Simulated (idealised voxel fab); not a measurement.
Title: Process Module voxel self aligned contacts
cross-section cut | 215 nm wide | cells 5 nm
Bands, listed from the top down, are how a cross-section gets written in this document; the cross-section itself is a grid of square cells, and a band is one or more rows of them.
Heights first: top, then bottom, in nm. Then materials, left to right, each with a width in nm. "throughout" on a single material: fills the band edge to edge. "blank": empty space.
Note: height 0 marks the level under which the wafer is uniformly one material as received. Lowest band unbounded below, written "top 0, no bottom".
With a width like "30 to 40", each row of cells in the band differs from the next by the same amount, the top row carrying the first number and the bottom row the second.
It should be understood that the words "no alterations made", when stated for a given step, signify that the cross-section underwent no change in any of its cells during that step.
Voids not open to the top, 8 cells minimum: see "Closed cavity list". Written width x height at distance; distance is from the left edge; nm.
Step line, after settings: the simulator's comment on this step.
Steps that use a mask can have "overlay nm" on their line. It says how far the mask sat to the right of where it was meant to be. Negative means to the left.

**The steps planned for the process are as follows**
- 1: RECEIVE | material Si
- 2: OXIDIZE | depth nm 5
- 3: DIRECTIONAL_DEP | material polySi | thk nm 25
- 4: DIRECTIONAL_DEP | material SiN | thk nm 20
- 5: DIRECTIONAL_DEP | material aC | thk nm 10
- 6: PATTERN | tone cover | mask id GATE | material resist | width nm 25 | pitch nm 50 | thk nm 30 | overlay nm 0
- 7: DIRECTIONAL_ETCH | etch materials aC | depth nm 10
- 8: STRIP | etch materials resist
- 9: DIRECTIONAL_ETCH | etch materials SiN | depth nm 20
- 10: DIRECTIONAL_ETCH | etch materials polySi | depth nm 25
- 11: STRIP | etch materials aC
- 12: CONFORMAL_DEP | material SiN | thk nm 5
- 13: DIRECTIONAL_ETCH | etch materials SiN | depth nm 5
- 14: FILL_DEP | material SiO2 | thk nm 10
- 15: CMP | height nm 50
- 16: MASKED_ETCH | tone open | mask id CONTACT | width nm 35 | etch materials SiO2 | depth nm 55 | overlay nm 0
- 17: CONFORMAL_DEP | material TiN | thk nm 5
- 18: FILL_DEP | material Ru | thk nm 5
- 19: CMP | height nm 50
- 20: CONFORMAL_DEP | material SiN | thk nm 5

**Shown in cross-section is the wafer as received, that is, as it stands after step 1**
> top 0, no bottom = Si throughout
> Closed cavity list: none

**a wafer at the end: this start, this plan, one mistake**
> top 55, bottom 50 = SiN throughout
> top 50, bottom 45 = 85 SiO2 / 20 TiN / 5 Ru / 20 TiN / 85 SiO2
> top 45, bottom 25 = 65 SiO2 / 35 SiN / 5 TiN / 5 Ru / 5 TiN / 35 SiN / 65 SiO2
> top 25, bottom 0 = 65 SiO2 / 5 SiN / 25 polySi / 5 SiN / 5 TiN / 5 Ru / 5 TiN / 5 SiN / 25 polySi / 5 SiN / 65 SiO2
> top 0, bottom -5 = 100 SiO2 / 15 TiN / 100 SiO2
> top -5, no bottom = Si throughout
> Closed cavity list: none
Finding, execution versus plan: it should be noted that step 16 was executed with settings other than those planned, the operation and settings actually applied being MASKED_ETCH | tone open | mask id CONTACT | width nm 45 | etch materials SiO2 | depth nm 55 | overlay nm 0
